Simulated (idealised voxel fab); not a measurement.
process module | voxel quadruple lines
cross-section cut | 275 nm wide | cells 5 nm
A cross-section is a grid of square cells, given in bands from the top down. A band is one or more rows of cells.
Each band's line starts with the height of the band's top and of its bottom, in nm. Then come its materials from left to right, each with its width in nm. One material with "throughout" fills the band from edge to edge. "air" is empty space.
Height 0 is the level under which the wafer as received is all one material. The lowest band goes on downwards, as in "0 down".
A width such as "30 to 40" changes by the same amount from each row of cells to the next, from the band's top row to its bottom row.
"no change" after a step means that no cell of the cross-section changed.
closed voids: empty space of 8 cells or more with no open way to the top, each as width x height at its distance from the left edge, in nm
after a step's settings: what the simulator itself notes on the step
overlay nm, on a step with a mask: how far to the right of its planned place the mask lay; to the left if negative
plan
1 op RECEIVE | material Si
2 op CONFORMAL_DEP | material SiO2 | thk nm 10
3 op DIRECTIONAL_DEP | material W | thk nm 10
4 op DIRECTIONAL_DEP | material polySi | thk nm 15
5 op DIRECTIONAL_DEP | material aC | thk nm 25
6 op PATTERN | tone cover | mask id MANDREL | material resist | width nm 30 | thk nm 35 | overlay nm 0
7 op DIRECTIONAL_ETCH | etch materials aC | depth nm 25
8 op STRIP | etch materials resist
9 op CONFORMAL_DEP | material SiO2 | thk nm 10
10 op DIRECTIONAL_ETCH | etch materials SiO2 | depth nm 10
11 op STRIP | etch materials aC
12 op DIRECTIONAL_ETCH | etch materials polySi | depth nm 15
13 op STRIP | etch materials SiO2
14 op CONFORMAL_DEP | material SiCN | thk nm 10
15 op DIRECTIONAL_ETCH | etch materials SiCN | depth nm 10
16 op STRIP | etch materials polySi
17 op DIRECTIONAL_ETCH | etch materials W | depth nm 10
18 op STRIP | etch materials SiCN
as received, after step 1
  0 down: Si throughout
  closed voids: none
a wafer at the end: this start, this plan, one mistake
  20 to 10: air 95 | W 10 | air 10 | W 10 | air 10 | W 10 | air 10 | W 10 | air 110
  10 to 0: SiO2 throughout
  0 down: Si throughout
  closed voids: none
what went wrong: step 6 ran as: op PATTERN | tone cover | mask id MANDREL | material resist | width nm 30 | thk nm 35 | overlay nm -5
